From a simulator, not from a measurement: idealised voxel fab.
process module | voxel self aligned contacts
cross-section cut | 210 nm wide | cells 5 nm
A cross-section is a grid of square cells, given in bands from the top down. A band is one or more rows of cells.
Each band's line starts with the height of the band's top and of its bottom, in nm. Then come its materials from left to right, each with its width in nm. One material with "throughout" fills the band from edge to edge. "air" is empty space.
Height 0 is the level under which the wafer as received is all one material. The lowest band goes on downwards, as in "0 down".
A width such as "30 to 40" changes by the same amount from each row of cells to the next, from the band's top row to its bottom row.
"no change" after a step means that no cell of the cross-section changed.
closed voids: empty space of 8 cells or more with no open way to the top, each as width x height at its distance from the left edge, in nm
after a step's settings: what the simulator itself notes on the step
overlay nm, on a step with a mask: how far to the right of its planned place the mask lay; to the left if negative
plan
1 op RECEIVE | material Si
2 op CONFORMAL_DEP | material SiO2 | thk nm 5
3 op DIRECTIONAL_DEP | material polySi | thk nm 30
4 op DIRECTIONAL_DEP | material SiN | thk nm 15
5 op MASKED_ETCH | tone cover | mask id GATE | width nm 30 | pitch nm 55 | etch materials SiN | depth nm 15 | overlay nm 0
6 op MASKED_ETCH | tone cover | mask id GATE | width nm 30 | pitch nm 55 | etch materials polySi | depth nm 30 | overlay nm 0
7 op CONFORMAL_DEP | material SiN | thk nm 5
8 op DIRECTIONAL_ETCH | etch materials SiN | depth nm 5
9 op FILL_DEP | material SiO2 | thk nm 20
10 op CMP | height nm 60
11 op MASKED_ETCH | tone open | mask id CONTACT | width nm 35 | etch materials SiO2 | depth nm 60 | overlay nm 0
12 op CONFORMAL_DEP | material TiN | thk nm 5
13 op FILL_DEP | material Ru | thk nm 5
14 op CMP | height nm 60
15 op CONFORMAL_DEP | material SiCN | thk nm 5
as received, after step 1
  0 down: Si throughout
  closed voids: none
a wafer at the end: this start, this plan, one mistake
  65 to 60: SiCN throughout
  60 to 40: SiO2 55 | SiN 5 | polySi 30 | SiN 5 | TiN 5 | Ru 5 | TiN 5 | SiN 5 | polySi 30 | SiN 5 | SiO2 60
  40 to 35: SiO2 55 | SiN 5 | polySi 30 | SiN 5 | TiN 15 | SiN 5 | polySi 30 | SiN 5 | SiO2 60
  35 to 5: polySi throughout
  5 to 0: SiO2 throughout
  0 down: Si throughout
  closed voids: none
what went wrong: step 3 was run twice
